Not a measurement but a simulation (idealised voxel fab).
The name of this process module is voxel gate over fins.
Shown is cross-section cut, with a width of 235 nm and square cells of size 5 nm.
Cross-section format: a grid of square cells, given as bands from top to bottom; each band is one or more rows of cells.
Band: top and bottom heights (nm) first, top before bottom; then materials from left to right, widths in nm. "full width" marks a sole material filling the band edge to edge. "empty" denotes empty space.
We count height from 0. Below that, the starting wafer is all one material. The lowest band never ends at the bottom but goes on down; see "top 0, no bottom" for how that is written.
A two-number width, for instance "30..40", indicates that the width is equal to the first number in the top row of the band and to the second number in the bottom row, and that it changes by a constant amount per row of cells.
"same as before" means the step left every cell of the cross-section as it was.
Closed empty spaces (no open way to the top) of 8 cells or more are what "Enclosed voids" lists, each as width x height at distance from the left edge, nm for all three.
Where a step's line continues beyond its settings, the continuation is a remark by the simulator itself on that step.
What "overlay nm" on a step's line means: if the step has a mask, that mask lay this far to the right of its planned place, or, when the value is negative, to the left.
Intended process steps
1,RECEIVE | material Si
2,CONFORMAL_DEP | material SiN | thk nm 5
3,PATTERN | tone cover | mask id FINS | material resist | width nm 15 | pitch nm 35 | thk nm 15 | overlay nm 0
4,DIRECTIONAL_ETCH | etch materials SiN | depth nm 5
5,DIRECTIONAL_ETCH | etch materials Si | depth nm 35
6,STRIP | etch materials resist
7,FILL_DEP | material SiO2 | thk nm 15
8,CMP | height nm 5
9,SELECTIVE_ETCH | etch materials SiO2 | depth nm 15
10,STRIP | etch materials SiN
11,CONFORMAL_DEP | material HfO2 | thk nm 5
12,CONFORMAL_DEP | material TiN | thk nm 5
13,CONFORMAL_DEP | material TiAl | thk nm 5
14,CONFORMAL_DEP | material TiN | thk nm 5
15,FILL_DEP | material W | thk nm 15
16,CMP | height nm 30
17,CONFORMAL_DEP | material SiCN | thk nm 5
Cross-section of the wafer as it came to us, i.e., already through step 1
  top 0, no bottom = Si full width
  Enclosed voids: none
Post-module cross-section of the first of two wafers (run per plan)
  top 35, bottom 30 = SiCN full width
  top 30, bottom 20 = W full width
  top 20, bottom 15 = W (70) / TiN (90) / W (75)
  top 15, bottom 10 = W (70) / TiN (5) / TiAl (80) / TiN (5) / W (75)
  top 10, bottom 5 = TiN (75) / TiAl (5) / TiN (70) / TiAl (5) / TiN (80)
  top 5, bottom 0 = TiAl (80) / TiN (5) / HfO2 (25) / TiN (10) / HfO2 (25) / TiN (5) / TiAl (85)
  top 0, bottom -5 = TiN (85) / HfO2 (5) / Si (15) / HfO2 (5) / TiN (10) / HfO2 (5) / Si (15) / HfO2 (5) / TiN (90)
  top -5, bottom -10 = HfO2 (90) / Si (15) / HfO2 (20) / Si (15) / HfO2 (95)
  top -10, bottom -35 = SiO2 (90) / Si (15) / SiO2 (20) / Si (15) / SiO2 (95)
  top -35, no bottom = Si full width
  Enclosed voids: none
This is the second of the two wafers, cross-sectioned at the end of the module; it started exactly like the first and was given the same plan, but it was run with one mistake
  top 35, bottom 30 = SiCN full width
  top 30, bottom 20 = W full width
  top 20, bottom 15 = TiN full width
  top 15, bottom 10 = TiAl full width
  top 10, bottom 5 = TiN full width
  top 5, bottom 0 = HfO2 (95) / TiN (5) / HfO2 (30) / TiN (5) / HfO2 (100)
  top 0, bottom -5 = Si (90) / HfO2 (5) / TiN (5) / HfO2 (5) / Si (20) / HfO2 (5) / TiN (5) / HfO2 (5) / Si (95)
  top -5, bottom -10 = Si (90) / HfO2 (15) / Si (20) / HfO2 (15) / Si (95)
  top -10, bottom -35 = Si (90) / SiO2 (15) / Si (20) / SiO2 (15) / Si (95)
  top -35, no bottom = Si full width
  Enclosed voids: none
what went wrong: for step 3, the planned setting was not used; the step was instead run as PATTERN | tone open | mask id FINS | material resist | width nm 15 | pitch nm 35 | thk nm 15 | overlay nm 0
Wrapping up, a cell-based count of both wafers puts the second over or under the first for these materials: Si: 245 more | SiO2: 175 fewer | TiAl: 4 fewer | TiN: 8 fewer | W: 58 fewer
